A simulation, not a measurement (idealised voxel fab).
Presented below is a process module, voxel capacitor over wiring.
Xsec cut, 230 nm wide, square cell size 5 nm.
Cross-section layout: square cells on a grid; listed as bands, top to bottom; a band spans one or more cell rows. Quick guide to a band line: top height, bottom height (nm) up front; then every material left to right with its width in nm. Only one material and it's marked "edge to edge"? Then it fills the band edge to edge. And "blank" just means empty space. Convention: height 0 is the level below which the wafer, as received, is all one material. The lowest band does not terminate at the bottom but continues downward, represented as "top 0, no bottom". The two numbers in a width such as "30 to 40" mark its ends across the band: the first belongs to the top row of cells, the second to the bottom row, and from each row to the next the width moves by the same amount. The designation "nothing changed", where it is given for a processing step, indicates that no cell of the cross-section was altered in the course of that step. Enclosed voids (no open way to top), threshold 8 cells or more, entry "Unvented cavities", notation width x height at distance, distance from left edge, nm. That trailing text on a step's line, after the settings, is the simulator's own remark on the step. overlay nm: mask offset rightward from planned place, masked step; negative means leftward offset.

[Set out below are the planned steps of the process]
1,RECEIVE, material Si
2,CONFORMAL_DEP, material SiO2, thk nm 15
3,DIRECTIONAL_DEP, material TiN, thk nm 5
4,DIRECTIONAL_DEP, material Ru, thk nm 15
5,PATTERN, tone cover, mask id METAL_1, material resist, width nm 25, pitch nm 80, thk nm 20, overlay nm 0
6,DIRECTIONAL_ETCH, etch materials Ru, depth nm 15
7,DIRECTIONAL_ETCH, etch materials TiN, depth nm 5
8,STRIP, etch materials resist
9,FILL_DEP, material lowk, thk nm 10
10,CMP, height nm 35
11,CONFORMAL_DEP, material SiCN, thk nm 5
12,DIRECTIONAL_DEP, material lowk, thk nm 20
13,DIRECTIONAL_DEP, material aC, thk nm 10
14,PATTERN, tone open, mask id PLUG_1, material resist, width nm 15, thk nm 30, overlay nm 0
15,DIRECTIONAL_ETCH, etch materials aC, depth nm 10
16,STRIP, etch materials resist
17,DIRECTIONAL_ETCH, etch materials lowk, depth nm 20
18,DIRECTIONAL_ETCH, etch materials SiCN, depth nm 5
19,STRIP, etch materials aC
20,CONFORMAL_DEP, material TiN, thk nm 5
21,FILL_DEP, material Ru, thk nm 5
22,CMP, height nm 60
23,DIRECTIONAL_DEP, material TiN, thk nm 10
24,DIRECTIONAL_DEP, material Al2O3, thk nm 5
25,DIRECTIONAL_DEP, material TiN, thk nm 5
26,MASKED_ETCH, tone cover, mask id UPPER_PLATE, width nm 60, etch materials TiN, depth nm 5, overlay nm 0
27,MASKED_ETCH, tone cover, mask id UPPER_PLATE, width nm 60, etch materials Al2O3, depth nm 5, overlay nm -15
28,MASKED_ETCH, tone cover, mask id LOWER_PLATE, width nm 70, etch materials TiN, depth nm 10, overlay nm 0
29,FILL_DEP, material SiO2, thk nm 15
30,CMP, height nm 90
31,DIRECTIONAL_DEP, material aC, thk nm 10
32,PATTERN, tone open, mask id PLUG_2, material resist, width nm 15, thk nm 25, overlay nm 0
33,DIRECTIONAL_ETCH, etch materials aC, depth nm 10
34,STRIP, etch materials resist
35,DIRECTIONAL_ETCH, etch materials SiO2, depth nm 10
36,STRIP, etch materials aC
37,CONFORMAL_DEP, material TiN, thk nm 5
38,FILL_DEP, material Ru, thk nm 5
39,CMP, height nm 90
40,CONFORMAL_DEP, material SiCN, thk nm 5
For clarity, it should be stated that the wafers under discussion commence in an identical condition and differ with respect to the overlay nm of step 27, the plan indicating the value that the first wafer had.

[Sectional view: first of several wafers, as received, after step 1]
- top 0, no bottom | Si edge to edge
- Unvented cavities: none

[The following table contains a row per wafer, in which are reported, at the conclusion of the module, the cells of each material gained (+) or lost (-) since the wafer's receipt, with its closed voids given thereafter]
overlay nm -15, +15 Al2O3, +35 Ru, +89 SiCN, +349 SiO2, +70 TiN, +316 lowk, Unvented cavities: none
overlay nm -10, +14 Al2O3, +35 Ru, +89 SiCN, +352 SiO2, +68 TiN, +316 lowk, Unvented cavities: none
overlay nm -5, +13 Al2O3, +35 Ru, +89 SiCN, +355 SiO2, +66 TiN, +316 lowk, Unvented cavities: none
overlay nm 0, +12 Al2O3, +35 Ru, +89 SiCN, +356 SiO2, +66 TiN, +316 lowk, Unvented cavities: none
overlay nm 5, +13 Al2O3, +35 Ru, +89 SiCN, +355 SiO2, +66 TiN, +316 lowk, Unvented cavities: none
overlay nm 10, +14 Al2O3, +35 Ru, +89 SiCN, +352 SiO2, +68 TiN, +316 lowk, Unvented cavities: none
overlay nm 15, +15 Al2O3, +35 Ru, +89 SiCN, +349 SiO2, +70 TiN, +316 lowk, Unvented cavities: none
